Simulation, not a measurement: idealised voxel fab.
The document below concerns the process module designated voxel fin reveal.
Shown is cross-section cut, with a width of 290 nm and square cells of size 5 nm.
Cross-section layout: square cells on a grid; listed as bands, top to bottom; a band spans one or more cell rows.
Heads up on the band format: heights come first, top then bottom, in nm. After that it's the materials left to right, each with its width in nm. A single material flagged "all across" fills the whole band edge to edge, and "air" means there's empty space there.
Heights are expressed relative to 0, this being the level below which the as-received wafer comprises one material exclusively. The lowest band is unbounded in the downward direction and is denoted as in "0 down".
Width spec "30..40" -> top row of cells at first value, bottom row at second value, equal per-row change in between.
Step marked "changes: none"? Then no cell in the cross-section changed in it.
Entry "Fully sealed voids". Content: empty spaces with no open connection to the top, size 8 cells or greater. Each: width x height at distance. Distance: from left edge. Unit: nm.
It should be noted that, on the line of a given step, the content following the step's settings is a remark produced by the simulator itself with respect to that step.
Each step line may optionally specify "overlay nm", which for a step with a mask gives the rightward distance between the mask's planned place and where it lay, a negative value indicating the leftward direction.

Planned step list for the process:
step 1: RECEIVE, material Si
step 2: CONFORMAL_DEP, material SiN, thk nm 10
step 3: PATTERN, tone cover, mask id FINS, material resist, width nm 15, pitch nm 40, thk nm 15, overlay nm 0
step 4: DIRECTIONAL_ETCH, etch materials SiN, depth nm 10
step 5: DIRECTIONAL_ETCH, etch materials Si, depth nm 35
step 6: STRIP, etch materials resist
step 7: OXIDIZE, depth nm 5
step 8: FILL_DEP, material SiO2, thk nm 5
step 9: CMP, height nm 10
step 10: SELECTIVE_ETCH, etch materials SiO2, depth nm 25
step 11: STRIP, etch materials SiN
step 12: CONFORMAL_DEP, material HfO2, thk nm 5
Among the wafers covered here, the point of difference is the width nm at step 3; their starting state is shared, and the plan presents the value of the first wafer.

After step 1, as received: first of several wafers, cross-section:
    0 down = Si all across
    Fully sealed voids: none

Below: a row per wafer. Contents at end of module: for every material, cells gained since receipt (+) or lost since receipt (-); then closed voids:
width nm 15, +70 HfO2, -448 Si, +280 SiO2, Fully sealed voids: none
width nm 20, +70 HfO2, -432 Si, +270 SiO2, Fully sealed voids: none
width nm 25, +70 HfO2, -416 Si, +260 SiO2, Fully sealed voids: none
